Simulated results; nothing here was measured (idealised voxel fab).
Herein follows the process module entitled voxel transistor to metal.
Xsec cut, 210 nm wide, square cell size 5 nm.
This document writes a cross-section as a grid whose cells are square, and gives it as bands, listed from the top down; one or more rows of cells form a band. Top, bottom (nm), then materials left to right with widths (nm); lone material tagged "edge to edge" fills the whole band edge to edge; "blank" = empty space. We count height from 0. Below that, the starting wafer is all one material. The lowest band never ends at the bottom but goes on down; see "0 -> down" for how that is written. You'd read "30 to 40" like this: the band's top row of cells is as wide as the first number, its bottom row is as wide as the second, and going down, every row changes width by the same amount as the row before did. Step note "identical to before" = no cross-section cell changed. Voids not open to the top, 8 cells minimum: see "Closed void register". Written width x height at distance; distance is from the left edge; nm. Note: text after step settings on the step line = simulator remark on that step. The optional step-line setting "overlay nm" applies to steps with a mask and quantifies how far to the right of its planned location the mask lay, a negative value indicating leftward placement.
The steps planned for the process are as follows:
1: RECEIVE, material Si
2: CONFORMAL_DEP, material SiO2, thk nm 5
3: CONFORMAL_DEP, material SiN, thk nm 15
4: DIRECTIONAL_DEP, material aC, thk nm 10
5: PATTERN, tone cover, mask id ACTIVE, material resist, width nm 115, thk nm 25, overlay nm 0
6: DIRECTIONAL_ETCH, etch materials aC, depth nm 10
7: STRIP, etch materials resist
8: DIRECTIONAL_ETCH, etch materials SiN, depth nm 15
9: DIRECTIONAL_ETCH, etch materials SiO2, depth nm 5
10: DIRECTIONAL_ETCH, etch materials Si, depth nm 20
11: STRIP, etch materials aC
12: OXIDIZE, depth nm 5
13: FILL_DEP, material SiO2, thk nm 15
14: CMP, height nm 20
15: SELECTIVE_ETCH, etch materials SiO2, depth nm 15
16: STRIP, etch materials SiN
17: SELECTIVE_ETCH, etch materials SiO2, depth nm 5
18: OXIDIZE, depth nm 5
19: DIRECTIONAL_DEP, material polySi, thk nm 30
20: DIRECTIONAL_DEP, material SiCN, thk nm 10
21: PATTERN, tone cover, mask id GATE, material resist, width nm 25, thk nm 20, overlay nm 0
22: DIRECTIONAL_ETCH, etch materials SiCN, depth nm 20
23: DIRECTIONAL_ETCH, etch materials polySi, depth nm 40
24: STRIP, etch materials resist
25: CONFORMAL_DEP, material SiO2, thk nm 5
26: DIRECTIONAL_ETCH, etch materials SiO2, depth nm 5
27: CONFORMAL_DEP, material SiN, thk nm 5
28: DIRECTIONAL_ETCH, etch materials SiN, depth nm 5
29: DIRECTIONAL_ETCH, etch materials SiO2, depth nm 5
30: EPI, material SiGe, thk nm 5
31: FILL_DEP, material SiO2, thk nm 10
32: CMP, height nm 40
33: DIRECTIONAL_DEP, material SiO2, thk nm 10
34: MASKED_ETCH, tone open, mask id CONTACT, width nm 30, pitch nm 65, etch materials SiO2, depth nm 50, overlay nm 0
35: CONFORMAL_DEP, material TiN, thk nm 5
36: FILL_DEP, material W, thk nm 10
37: CMP, height nm 50
38: CONFORMAL_DEP, material SiN, thk nm 5
39: DIRECTIONAL_DEP, material SiO2, thk nm 20
40: MASKED_ETCH, tone open, mask id METAL_1, width nm 15, pitch nm 80, etch materials SiO2, depth nm 20, overlay nm 0
41: MASKED_ETCH, tone open, mask id METAL_1, width nm 15, pitch nm 80, etch materials SiN, depth nm 5, overlay nm 0
42: CONFORMAL_DEP, material TiN, thk nm 5
43: FILL_DEP, material W, thk nm 10
44: CMP, height nm 75
45: EPI, material Ru, thk nm 5
46: FILL_DEP, material SiCN, thk nm 5
Received-state cross-section, reflecting completion of step 1:
0 -> down: Si edge to edge
Closed void register: none
Starting structure and process plan are as shown above, but one mistake was made in running the module; the wafer cross-section at the end of the module follows:
85 -> 80: SiCN edge to edge
80 -> 75: 45 SiCN, 25 Ru, 55 SiCN, 25 Ru, 60 SiCN
75 -> 60: 50 SiO2, 5 TiN, 5 W, 5 TiN, 65 SiO2, 5 TiN, 5 W, 5 TiN, 65 SiO2
60 -> 55: 50 SiO2, 15 TiN, 65 SiO2, 15 TiN, 65 SiO2
55 -> 50: 55 SiN, 10 TiN, 70 SiN, 10 TiN, 65 SiN
50 -> 40: 55 SiO2, 5 TiN, 20 to 15 W, 5 to 10 TiN, 35 SiO2, 5 to 10 TiN, 20 to 15 W, 5 TiN, 60 SiO2
40 -> 30: 55 SiO2, 5 TiN, 15 W, 5 TiN, 5 SiN, 5 SiO2, 25 SiCN, 5 SiO2, 5 SiN, 5 TiN, 15 W, 5 TiN, 60 SiO2
30 -> 5: 55 SiO2, 5 TiN, 15 W, 5 TiN, 5 SiN, 5 SiO2, 25 polySi, 5 SiO2, 5 SiN, 5 TiN, 15 W, 5 TiN, 60 SiO2
5 -> 0: 55 SiO2, 25 TiN, 5 SiN, 5 SiO2, 25 polySi, 5 SiO2, 5 SiN, 25 TiN, 60 SiO2
0 -> -5: 45 SiO2, 35 SiGe, 45 SiO2, 35 SiGe, 50 SiO2
-5 -> -25: 50 SiO2, 105 Si, 55 SiO2
-25 -> down: Si edge to edge
Closed void register: none
Deviation from plan: step 40: run off-plan, actual operation and settings MASKED_ETCH, tone open, mask id METAL_1, width nm 15, pitch nm 80, etch materials SiO2, depth nm 20, overlay nm -5
